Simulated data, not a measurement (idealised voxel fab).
Title: Process Module voxel transistor to metal
For reference, the cross-section in this document is cut, with width 280 nm and square cells of 5 nm.
If you're reading a cross-section in this doc, picture square cells in a grid; it comes to you as bands, top ones listed first down to the bottom, and a band can be one or more rows of cells. This entry defines a band. It first specifies the height of the band's top and the height of its bottom in nm, and then specifies the band's materials from left to right, stating each material with its width in nm. The word "throughout" identifies a single material that fills the band from edge to edge, while the word "air" identifies empty space. For the purposes of this specification, 0 denotes the height below which the wafer in its as-received condition is composed wholly of one material, and the lowermost band, lacking a lower limit, extends downward without end, as expressed in "0 and below". Per-row width for "30..40": begins at first number (top row of band), ends at second number (bottom row), increment between rows held constant. You'll sometimes find "remained unchanged" written for a step, and that's the way of saying that nowhere in the cross-section did a cell change during that step. Under "Fully sealed voids" you'll find the enclosed gaps, the ones with no way out to the top, that are 8 cells or bigger; each reads width x height at distance, with distance counted from the left edge, everything in nm. Post-settings text on a step line: simulator's own remark regarding the step. overlay nm: step with mask; distance mask lay right of planned place; negative value = left of planned place.
These are the steps we planned for the process:
1. RECEIVE,material Si
2. CONFORMAL_DEP,material SiO2,thk nm 5
3. CONFORMAL_DEP,material SiN,thk nm 15
4. DIRECTIONAL_DEP,material aC,thk nm 10
5. PATTERN,tone cover,mask id ACTIVE,material resist,width nm 105,pitch nm 125,thk nm 25,overlay nm 0
6. DIRECTIONAL_ETCH,etch materials aC,depth nm 10
7. STRIP,etch materials resist
8. DIRECTIONAL_ETCH,etch materials SiN,depth nm 15
9. DIRECTIONAL_ETCH,etch materials SiO2,depth nm 5
10. DIRECTIONAL_ETCH,etch materials Si,depth nm 30
11. STRIP,etch materials aC
12. FILL_DEP,material SiO2,thk nm 5
13. CMP,height nm 20
14. SELECTIVE_ETCH,etch materials SiO2,depth nm 15
15. STRIP,etch materials SiN
16. SELECTIVE_ETCH,etch materials SiO2,depth nm 5
17. OXIDIZE,depth nm 5
18. DIRECTIONAL_DEP,material polySi,thk nm 30
19. DIRECTIONAL_DEP,material SiCN,thk nm 15
20. PATTERN,tone cover,mask id GATE,material resist,width nm 25,pitch nm 125,thk nm 15,overlay nm 0
21. DIRECTIONAL_ETCH,etch materials SiCN,depth nm 25
22. DIRECTIONAL_ETCH,etch materials polySi,depth nm 40
23. STRIP,etch materials resist
24. CONFORMAL_DEP,material SiO2,thk nm 5
25. DIRECTIONAL_ETCH,etch materials SiO2,depth nm 5
26. CONFORMAL_DEP,material SiN,thk nm 10
27. DIRECTIONAL_ETCH,etch materials SiN,depth nm 10
28. DIRECTIONAL_ETCH,etch materials SiO2,depth nm 5
29. DIRECTIONAL_ETCH,etch materials Si,depth nm 15
30. EPI,material SiGe,thk nm 20
31. FILL_DEP,material SiO2,thk nm 10
32. CMP,height nm 45
33. DIRECTIONAL_DEP,material SiO2,thk nm 10
34. DIRECTIONAL_DEP,material aC,thk nm 10
35. PATTERN,tone open,mask id CONTACT,material resist,width nm 30,thk nm 25,overlay nm 0
36. DIRECTIONAL_ETCH,etch materials aC,depth nm 10
37. STRIP,etch materials resist
38. DIRECTIONAL_ETCH,etch materials SiO2,depth nm 40
39. STRIP,etch materials aC
40. CONFORMAL_DEP,material TiN,thk nm 5
41. FILL_DEP,material W,thk nm 10
42. CMP,height nm 55
43. DIRECTIONAL_DEP,material TiN,thk nm 5
44. DIRECTIONAL_DEP,material Ru,thk nm 20
45. DIRECTIONAL_DEP,material aC,thk nm 10
46. PATTERN,tone cover,mask id METAL_1,material resist,width nm 20,thk nm 25,overlay nm 0
47. DIRECTIONAL_ETCH,etch materials aC,depth nm 10
48. STRIP,etch materials resist
49. DIRECTIONAL_ETCH,etch materials Ru,depth nm 20
50. DIRECTIONAL_ETCH,etch materials TiN,depth nm 5
51. STRIP,etch materials aC
52. FILL_DEP,material SiO2,thk nm 5
53. CMP,height nm 80
54. CONFORMAL_DEP,material SiN,thk nm 5
Wafer at receipt (post step 1), cross-section:
	0 and below  Si throughout
	Fully sealed voids: none
End-of-module cross-section of the first of two wafers, processed as planned:
	85 down to 80  SiN throughout
	80 down to 60  30 SiO2, 20 Ru, 55 SiO2, 20 Ru, 30 SiO2, 20 Ru, 55 SiO2, 20 Ru, 30 SiO2
	60 down to 55  30 SiO2, 20 TiN, 55 SiO2, 20 TiN, 30 SiO2, 20 TiN, 55 SiO2, 20 TiN, 30 SiO2
	55 down to 45  30 SiO2, 5 TiN, 20..10 W, 5..15 TiN, 35 SiO2, 5..15 TiN, 20..10 W, 5 TiN, 30 SiO2, 5 TiN, 20..10 W, 5..15 TiN, 35 SiO2, 5..15 TiN, 20..10 W, 5 TiN, 30 SiO2
	45 down to 30  30 SiO2, 5 TiN, 10 W, 5 TiN, 10 SiN, 5 SiO2, 25 SiCN, 5 SiO2, 10 SiN, 5 TiN, 10 W, 5 TiN, 30 SiO2, 5 TiN, 10 W, 5 TiN, 10 SiN, 5 SiO2, 25 SiCN, 5 SiO2, 10 SiN, 5 TiN, 10 W, 5 TiN, 30 SiO2
	30 down to 20  30 SiO2, 5 TiN, 10 W, 5 TiN, 10 SiN, 5 SiO2, 25 polySi, 5 SiO2, 10 SiN, 5 TiN, 10 W, 5 TiN, 30 SiO2, 5 TiN, 10 W, 5 TiN, 10 SiN, 5 SiO2, 25 polySi, 5 SiO2, 10 SiN, 5 TiN, 10 W, 5 TiN, 30 SiO2
	20 down to 15  30 SiO2, 20 TiN, 10 SiN, 5 SiO2, 25 polySi, 5 SiO2, 10 SiN, 20 TiN, 30 SiO2, 20 TiN, 10 SiN, 5 SiO2, 25 polySi, 5 SiO2, 10 SiN, 20 TiN, 30 SiO2
	15 down to 0  30 SiO2, 20 SiGe, 10 SiN, 5 SiO2, 25 polySi, 5 SiO2, 10 SiN, 20 SiGe, 30 SiO2, 20 SiGe, 10 SiN, 5 SiO2, 25 polySi, 5 SiO2, 10 SiN, 20 SiGe, 30 SiO2
	0 down to -5  20 SiO2, 30 SiGe, 55 SiO2, 30 SiGe, 10 SiO2, 30 SiGe, 55 SiO2, 30 SiGe, 20 SiO2
	-5 down to -20  25 SiO2, 25 SiGe, 55 Si, 25 SiGe, 20 SiO2, 25 SiGe, 55 Si, 25 SiGe, 25 SiO2
	-20 down to -30  25 SiO2, 105 Si, 20 SiO2, 105 Si, 25 SiO2
	-30 and below  Si throughout
	Fully sealed voids: none
Cross-sectional image of the second wafer of the two following completion of the module. Starting state and process plan were the same as for the first wafer; one execution error occurred:
	85 down to 80  SiN throughout
	80 down to 60  30 SiO2, 20 Ru, 55 SiO2, 20 Ru, 30 SiO2, 20 Ru, 55 SiO2, 20 Ru, 30 SiO2
	60 down to 55  30 SiO2, 20 TiN, 55 SiO2, 20 TiN, 30 SiO2, 20 TiN, 55 SiO2, 20 TiN, 30 SiO2
	55 down to 45  30 SiO2, 5 TiN, 20..10 W, 5..15 TiN, 35 SiO2, 5..15 TiN, 20..10 W, 5 TiN, 30 SiO2, 5 TiN, 20..10 W, 5..15 TiN, 35 SiO2, 5..15 TiN, 20..10 W, 5 TiN, 30 SiO2
	45 down to 30  30 SiO2, 5 TiN, 10 W, 5 TiN, 10 SiN, 5 SiO2, 25 SiCN, 5 SiO2, 10 SiN, 5 TiN, 10 W, 5 TiN, 30 SiO2, 5 TiN, 10 W, 5 TiN, 10 SiN, 5 SiO2, 25 SiCN, 5 SiO2, 10 SiN, 5 TiN, 10 W, 5 TiN, 30 SiO2
	30 down to 20  30 SiO2, 5 TiN, 10 W, 5 TiN, 10 SiN, 5 SiO2, 25 polySi, 5 SiO2, 10 SiN, 5 TiN, 10 W, 5 TiN, 30 SiO2, 5 TiN, 10 W, 5 TiN, 10 SiN, 5 SiO2, 25 polySi, 5 SiO2, 10 SiN, 5 TiN, 10 W, 5 TiN, 30 SiO2
	20 down to 15  30 SiO2, 20 TiN, 10 SiN, 5 SiO2, 25 polySi, 5 SiO2, 10 SiN, 20 TiN, 30 SiO2, 20 TiN, 10 SiN, 5 SiO2, 25 polySi, 5 SiO2, 10 SiN, 20 TiN, 30 SiO2
	15 down to 0  30 SiO2, 20 SiGe, 10 SiN, 5 SiO2, 25 polySi, 5 SiO2, 10 SiN, 20 SiGe, 30 SiO2, 20 SiGe, 10 SiN, 5 SiO2, 25 polySi, 5 SiO2, 10 SiN, 20 SiGe, 30 SiO2
	0 down to -5  20 SiO2, 30 SiGe, 55 SiO2, 30 SiGe, 10 SiO2, 30 SiGe, 55 SiO2, 30 SiGe, 20 SiO2
	-5 down to -20  25 SiO2, 25 SiGe, 55 Si, 25 SiGe, 20 SiO2, 25 SiGe, 55 Si, 25 SiGe, 25 SiO2
	-20 down to -60  25 SiO2, 105 Si, 20 SiO2, 105 Si, 25 SiO2
	-60 and below  Si throughout
	Fully sealed voids: none
Against the plan, the run slipped here: the plan had its step 10 run twice
Count the cells at the end and the second wafer has more or fewer of some materials than the first: Si: 84 fewer; SiO2: 84 more
